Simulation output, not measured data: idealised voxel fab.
The name of this process module is voxel gate over fins.
FYI the section here is cut, 265 nm wide, cells are 5 nm squares.
A cross-section is written here as square cells arranged in a grid, and it is given in bands from the top down, each band taking up one or more rows of cells. Within each band entry, the heights of the top and of the bottom of the band appear first, in that order and in nm; the materials of the band then follow from left to right, each with its corresponding width in nm. The designation "everywhere" on a single material indicates that it fills the band from edge to edge; the designation "blank" indicates empty space. It should be noted that heights are counted from 0, beneath which the wafer as supplied is of one material throughout, and that the lowest band possesses no lower boundary but continues downward, as written in "0 and below". The width entry "30->40" should be interpreted row by row: the top row of cells in the band takes the first number, the bottom row takes the second number, and the change between adjacent rows is uniform throughout. The designation "nothing changed", where it is given for a processing step, indicates that no cell of the cross-section was altered in the course of that step. "Sealed void listing" specifies each empty space that is not open to the top and that occupies no fewer than 8 cells, using the form width x height at distance, the distance measured from the left edge and all three quantities in nm. On each step's line, the part that comes after the settings is the simulator's own comment on the step. Among the settings permitted on a step's line is "overlay nm"; applied to a step with a mask, it specifies the extent to which the mask lay to the right of its planned position, whereas a negative figure signifies a position to the left.
[Planned step list for the process]
- 1: RECEIVE | material Si
- 2: CONFORMAL_DEP | material SiN | thk nm 10
- 3: DIRECTIONAL_DEP | material aC | thk nm 10
- 4: PATTERN | tone cover | mask id FINS | material resist | width nm 15 | pitch nm 50 | thk nm 30 | overlay nm 0
- 5: DIRECTIONAL_ETCH | etch materials aC | depth nm 10
- 6: STRIP | etch materials resist
- 7: DIRECTIONAL_ETCH | etch materials SiN | depth nm 10
- 8: DIRECTIONAL_ETCH | etch materials Si | depth nm 40
- 9: STRIP | etch materials aC
- 10: FILL_DEP | material SiO2 | thk nm 15
- 11: CMP | height nm 10
- 12: PATTERN | tone open | mask id RAIL | material resist | width nm 15 | thk nm 15 | overlay nm 0
- 13: DIRECTIONAL_ETCH | etch materials SiO2 | depth nm 45
- 14: STRIP | etch materials resist
- 15: CONFORMAL_DEP | material TiN | thk nm 5
- 16: FILL_DEP | material W | thk nm 10
- 17: CMP | height nm 10
- 18: SELECTIVE_ETCH | etch materials W Ru TiN | depth nm 25
- 19: FILL_DEP | material SiO2 | thk nm 5
- 20: CMP | height nm 10
- 21: SELECTIVE_ETCH | etch materials SiO2 | depth nm 20
- 22: STRIP | etch materials SiN
- 23: CONFORMAL_DEP | material HfO2 | thk nm 5
- 24: CONFORMAL_DEP | material TiN | thk nm 5
- 25: CONFORMAL_DEP | material TiAl | thk nm 5
- 26: CONFORMAL_DEP | material TiN | thk nm 5
- 27: FILL_DEP | material W | thk nm 10
- 28: CMP | height nm 25
- 29: CONFORMAL_DEP | material SiCN | thk nm 10
[Cross-section of the incoming wafer, state after step 1]
- 0 and below | Si everywhere
- Sealed void listing: none
[first wafer at the end, as planned]
- 35 down to 25 | SiCN everywhere
- 25 down to 20 | W everywhere
- 20 down to 15 | W 80 nm  TiN 105 nm  W 80 nm
- 15 down to 10 | W 80 nm  TiN 5 nm  TiAl 45 nm  TiN 5 nm  TiAl 45 nm  TiN 5 nm  W 80 nm
- 10 down to 5 | TiN 85 nm  TiAl 5 nm  TiN 35 nm  TiAl 5 nm  TiN 5 nm  TiAl 5 nm  TiN 35 nm  TiAl 5 nm  TiN 85 nm
- 5 down to 0 | TiAl 90 nm  TiN 5 nm  HfO2 25 nm  TiN 5 nm  TiAl 15 nm  TiN 5 nm  HfO2 25 nm  TiN 5 nm  TiAl 90 nm
- 0 down to -5 | TiN 95 nm  HfO2 5 nm  Si 15 nm  HfO2 5 nm  TiN 25 nm  HfO2 5 nm  Si 15 nm  HfO2 5 nm  TiN 95 nm
- -5 down to -10 | HfO2 100 nm  Si 15 nm  HfO2 35 nm  Si 15 nm  HfO2 100 nm
- -10 down to -15 | SiO2 100 nm  Si 15 nm  SiO2 35 nm  Si 15 nm  SiO2 100 nm
- -15 down to -30 | SiO2 100 nm  Si 15 nm  SiO2 10 nm  TiN 5 nm  W 5 nm  TiN 5 nm  SiO2 10 nm  Si 15 nm  SiO2 100 nm
- -30 down to -35 | SiO2 100 nm  Si 15 nm  SiO2 10 nm  TiN 15 nm  SiO2 10 nm  Si 15 nm  SiO2 100 nm
- -35 down to -40 | SiO2 100 nm  Si 15 nm  SiO2 35 nm  Si 15 nm  SiO2 100 nm
- -40 and below | Si everywhere
- Sealed void listing: none
[Second wafer through the module, sectioned at the end: same beginning and same plan as the first wafer, with one mistake in carrying it out]
- 35 down to 25 | SiCN everywhere
- 25 down to 20 | W everywhere
- 20 down to 15 | W 80 nm  SiO2 105 nm  W 80 nm
- 15 down to 10 | W 80 nm  SiO2 5 nm  TiAl 45 nm  SiO2 5 nm  TiAl 45 nm  SiO2 5 nm  W 80 nm
- 10 down to 5 | SiO2 85 nm  TiAl 5 nm  TiN 35 nm  TiAl 5 nm  SiO2 5 nm  TiAl 5 nm  TiN 35 nm  TiAl 5 nm  SiO2 85 nm
- 5 down to 0 | TiAl 90 nm  TiN 5 nm  HfO2 25 nm  TiN 5 nm  TiAl 15 nm  TiN 5 nm  HfO2 25 nm  TiN 5 nm  TiAl 90 nm
- 0 down to -5 | TiN 95 nm  HfO2 5 nm  Si 15 nm  HfO2 5 nm  TiN 25 nm  HfO2 5 nm  Si 15 nm  HfO2 5 nm  TiN 95 nm
- -5 down to -10 | HfO2 100 nm  Si 15 nm  HfO2 35 nm  Si 15 nm  HfO2 100 nm
- -10 down to -15 | SiO2 100 nm  Si 15 nm  SiO2 35 nm  Si 15 nm  SiO2 100 nm
- -15 down to -30 | SiO2 100 nm  Si 15 nm  SiO2 10 nm  TiN 5 nm  W 5 nm  TiN 5 nm  SiO2 10 nm  Si 15 nm  SiO2 100 nm
- -30 down to -35 | SiO2 100 nm  Si 15 nm  SiO2 10 nm  TiN 15 nm  SiO2 10 nm  Si 15 nm  SiO2 100 nm
- -35 down to -40 | SiO2 100 nm  Si 15 nm  SiO2 35 nm  Si 15 nm  SiO2 100 nm
- -40 and below | Si everywhere
- Sealed void listing: none
Where did the run depart from the plan? step 26 was run on a setting that differed from the plan, and what really ran there is CONFORMAL_DEP | material SiO2 | thk nm 5
Final comparison by cell count, materials where the second wafer has more or fewer than the first: 59 more of SiO2, 59 fewer of TiN
